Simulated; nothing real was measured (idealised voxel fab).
Proc. module: voxel fin reveal
The cross-section shown here is cut; it is 235 nm wide and divided into square cells measuring 5 nm on a side.
Format of a cross-section: grid, square cells. Given as bands. Order: top down. Band: one or more rows of cells. Top, bottom (nm), then materials left to right with widths (nm); lone material tagged "throughout" fills the whole band edge to edge; "empty" = empty space. Heights from 0 (as-received wafer is one material below). Bottom band endless downward, as "0..down". Width "30..40": first value at the band's top row of cells, second value at its bottom row, equal change from row to row. Step marked "nothing was modified"? Then no cell in the cross-section changed in it. Entry "Sealed-off cavities". Content: empty spaces with no open connection to the top, size 8 cells or greater. Each: width x height at distance. Distance: from left edge. Unit: nm. On each step's line, the part that comes after the settings is the simulator's own comment on the step. overlay nm: how far to the right of its planned place the mask lay on this masked step (negative: to the left).
### The process steps that were planned are listed below
1 RECEIVE: material Si
2 CONFORMAL_DEP: material SiN, thk nm 5
3 PATTERN: tone cover, mask id FINS, material resist, width nm 15, pitch nm 40, thk nm 20, overlay nm 0
4 DIRECTIONAL_ETCH: etch materials SiN, depth nm 5
5 DIRECTIONAL_ETCH: etch materials Si, depth nm 30
6 STRIP: etch materials resist
7 FILL_DEP: material SiO2, thk nm 10
8 CMP: height nm 5
9 SELECTIVE_ETCH: etch materials SiO2, depth nm 30
10 STRIP: etch materials SiN
11 CONFORMAL_DEP: material SiO2, thk nm 5
Keep in mind the plan's value for the depth nm of step 5 comes from the first wafer; the wafers don't share that setting, but they do share the same starting point.
### This is how the first of several wafers looked in cross-section when it arrived, which is after step 1
    0..down | Si throughout
    Sealed-off cavities: none
### Basically each wafer gets a line in the table, showing it at the end of the module: material by material, the cells it gained (+) or lost (-) since we got it, then its closed voids
depth nm 30 | -210 Si | +122 SiO2 | Sealed-off cavities: none
depth nm 35 | -245 Si | +157 SiO2 | Sealed-off cavities: none
depth nm 40 | -280 Si | +192 SiO2 | Sealed-off cavities: none
depth nm 45 | -315 Si | +227 SiO2 | Sealed-off cavities: none
depth nm 50 | -350 Si | +262 SiO2 | Sealed-off cavities: none
depth nm 55 | -385 Si | +297 SiO2 | Sealed-off cavities: none
